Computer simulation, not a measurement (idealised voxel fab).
The process module that follows is named voxel ribs on slabs.
Cross-sectional view cut (width: 295 nm; square cell size: 5 nm).
The cross-sections in this document take the form of a grid made of square cells. They are written out as bands, in order from top to bottom. Each band consists of one or more rows of cells. Each band's line starts with the height of the band's top and of its bottom, in nm. Then come its materials from left to right, each with its width in nm. One material with "edge to edge" fills the band from edge to edge. "air" is empty space. Zero point of the height axis is 0; under it, received wafer = one material. Lowest band: continues down indefinitely, "top 0, no bottom". Per-row width for "30 to 40": begins at first number (top row of band), ends at second number (bottom row), increment between rows held constant. "no change occurred" for a step: no cell of the cross-section changed in that step. Empty spaces without an open route to the top, at least 8 cells in extent, make up the entry "Fully closed voids"; each is given as width x height at distance, where the distance is measured from the left edge, and all are in nm. On a step's line, text after the settings is the simulator commenting on that step. A step line may carry the setting "overlay nm", which, for steps involving a mask, states the distance by which the mask lay to the right of its intended position; negative values denote displacement to the left.

Steps in the process plan:
- 1: RECEIVE [material Si]
- 2: DIRECTIONAL_DEP [material SiO2] [thk nm 20]
- 3: DIRECTIONAL_DEP [material SiN] [thk nm 15]
- 4: PATTERN [tone cover] [mask id RIB] [material resist] [width nm 25] [thk nm 15] [overlay nm 0]
- 5: DIRECTIONAL_ETCH [etch materials SiN] [depth nm 10]
- 6: STRIP [etch materials resist]
- 7: PATTERN [tone cover] [mask id SLAB] [material resist] [width nm 65] [thk nm 15] [overlay nm 0]
- 8: DIRECTIONAL_ETCH [etch materials SiN] [depth nm 5]
- 9: STRIP [etch materials resist]
- 10: FILL_DEP [material SiO2] [thk nm 15]
- 11: CMP [height nm 45]
- 12: DIRECTIONAL_DEP [material TiN] [thk nm 10]
- 13: MASKED_ETCH [tone cover] [mask id HEATER] [width nm 35] [etch materials TiN] [depth nm 10] [overlay nm 0]
- 14: CONFORMAL_DEP [material SiN] [thk nm 10]

First of the two wafers, run per plan:

Cross-section of the wafer at receipt, which is the condition after step 1:
    top 0, no bottom: Si edge to edge
    Fully closed voids: none

Cross-section through the wafer, step 2 finished:
    top 20, bottom 0: SiO2 edge to edge
    Below 0 it's all the same as before, nothing changed down there.

Cross-section through the wafer, step 3 finished:
    top 35, bottom 20: SiN edge to edge
    Below 20 it's all the same as before, nothing changed down there.

Cross-section through the wafer, step 4 finished:
    top 50, bottom 35: air 135 nm, then resist 25 nm, then air 135 nm
    Below 35 it's all the same as before, nothing changed down there.

Cross-section through the wafer, step 5 finished:
    top 50, bottom 35: air 135 nm, then resist 25 nm, then air 135 nm
    top 35, bottom 25: air 135 nm, then SiN 25 nm, then air 135 nm
    Below 25 it's all the same as before, nothing changed down there.

Cross-section through the wafer, step 6 finished:
    top 35, bottom 25: air 135 nm, then SiN 25 nm, then air 135 nm
    Below 25 it's all the same as before, nothing changed down there.

Cross-section through the wafer, step 7 finished:
    top 50, bottom 35: air 115 nm, then resist 65 nm, then air 115 nm
    top 35, bottom 25: air 115 nm, then resist 20 nm, then SiN 25 nm, then resist 20 nm, then air 115 nm
    Below 25 it's all the same as before, nothing changed down there.

Cross-section through the wafer, step 8 finished:
    top 50, bottom 35: air 115 nm, then resist 65 nm, then air 115 nm
    top 35, bottom 25: air 115 nm, then resist 20 nm, then SiN 25 nm, then resist 20 nm, then air 115 nm
    top 25, bottom 20: air 115 nm, then SiN 65 nm, then air 115 nm
    Below 20 it's all the same as before, nothing changed down there.

Cross-section through the wafer, step 9 finished:
    top 35, bottom 25: air 135 nm, then SiN 25 nm, then air 135 nm
    Below 25 it's all the same as before, nothing changed down there.

Cross-section through the wafer, step 10 finished:
    top 50, bottom 35: SiO2 edge to edge
    top 35, bottom 25: SiO2 135 nm, then SiN 25 nm, then SiO2 135 nm
    top 25, bottom 20: SiO2 115 nm, then SiN 65 nm, then SiO2 115 nm
    Below 20 it's all the same as before, nothing changed down there.

Cross-section through the wafer, step 11 finished:
    top 45, bottom 35: SiO2 edge to edge
    Below 35 it's all the same as before, nothing changed down there.

Cross-section through the wafer, step 12 finished:
    top 55, bottom 45: TiN edge to edge
    Below 45 it's all the same as before, nothing changed down there.

Cross-section through the wafer, step 13 finished:
    top 55, bottom 45: air 130 nm, then TiN 35 nm, then air 130 nm
    Below 45 it's all the same as before, nothing changed down there.

Cross-section through the wafer, step 14 finished:
    top 65, bottom 55: air 120 nm, then SiN 55 nm, then air 120 nm
    top 55, bottom 45: SiN 130 nm, then TiN 35 nm, then SiN 130 nm
    Below 45 it's all the same as before, nothing changed down there.

Second wafer: like start, like plan, one mistake. Through step 1 it matches the first wafer:

Second wafer, section view, time point: scheduled end of step 2:
    top 20, bottom 0: TiN edge to edge
    Below 0 it's all the same as before, nothing changed down there.

Second wafer, section view, time point: scheduled end of step 3:
    top 35, bottom 20: SiN edge to edge
    Below 20 it's all the same as before, nothing changed down there.

Second wafer, section view, time point: scheduled end of step 4:
    top 50, bottom 35: air 135 nm, then resist 25 nm, then air 135 nm
    Below 35 it's all the same as before, nothing changed down there.

Second wafer, section view, time point: scheduled end of step 5:
    top 50, bottom 35: air 135 nm, then resist 25 nm, then air 135 nm
    top 35, bottom 25: air 135 nm, then SiN 25 nm, then air 135 nm
    Below 25 it's all the same as before, nothing changed down there.

Second wafer, section view, time point: scheduled end of step 6:
    top 35, bottom 25: air 135 nm, then SiN 25 nm, then air 135 nm
    Below 25 it's all the same as before, nothing changed down there.

Second wafer, section view, time point: scheduled end of step 7:
    top 50, bottom 35: air 115 nm, then resist 65 nm, then air 115 nm
    top 35, bottom 25: air 115 nm, then resist 20 nm, then SiN 25 nm, then resist 20 nm, then air 115 nm
    Below 25 it's all the same as before, nothing changed down there.

Second wafer, section view, time point: scheduled end of step 8:
    top 50, bottom 35: air 115 nm, then resist 65 nm, then air 115 nm
    top 35, bottom 25: air 115 nm, then resist 20 nm, then SiN 25 nm, then resist 20 nm, then air 115 nm
    top 25, bottom 20: air 115 nm, then SiN 65 nm, then air 115 nm
    Below 20 it's all the same as before, nothing changed down there.

Second wafer, section view, time point: scheduled end of step 9:
    top 35, bottom 25: air 135 nm, then SiN 25 nm, then air 135 nm
    Below 25 it's all the same as before, nothing changed down there.

Second wafer, section view, time point: scheduled end of step 10:
    top 50, bottom 35: SiO2 edge to edge
    top 35, bottom 25: SiO2 135 nm, then SiN 25 nm, then SiO2 135 nm
    top 25, bottom 20: SiO2 115 nm, then SiN 65 nm, then SiO2 115 nm
    Below 20 it's all the same as before, nothing changed down there.

Second wafer, section view, time point: scheduled end of step 11:
    top 45, bottom 35: SiO2 edge to edge
    Below 35 it's all the same as before, nothing changed down there.

Second wafer, section view, time point: scheduled end of step 12:
    top 55, bottom 45: TiN edge to edge
    Below 45 it's all the same as before, nothing changed down there.

Second wafer, section view, time point: scheduled end of step 13:
    top 55, bottom 45: air 130 nm, then TiN 35 nm, then air 130 nm
    Below 45 it's all the same as before, nothing changed down there.

Second wafer, section view, time point: scheduled end of step 14:
    top 65, bottom 55: air 120 nm, then SiN 55 nm, then air 120 nm
    top 55, bottom 45: SiN 130 nm, then TiN 35 nm, then SiN 130 nm
    Below 45 it's all the same as before, nothing changed down there.
Which mistake was made when the wafer was run? step 2 deviated from plan and actually ran as DIRECTIONAL_DEP [material TiN] [thk nm 20]
Cell-count delta at end, second wafer over first, by material: SiO2 -236; TiN +236
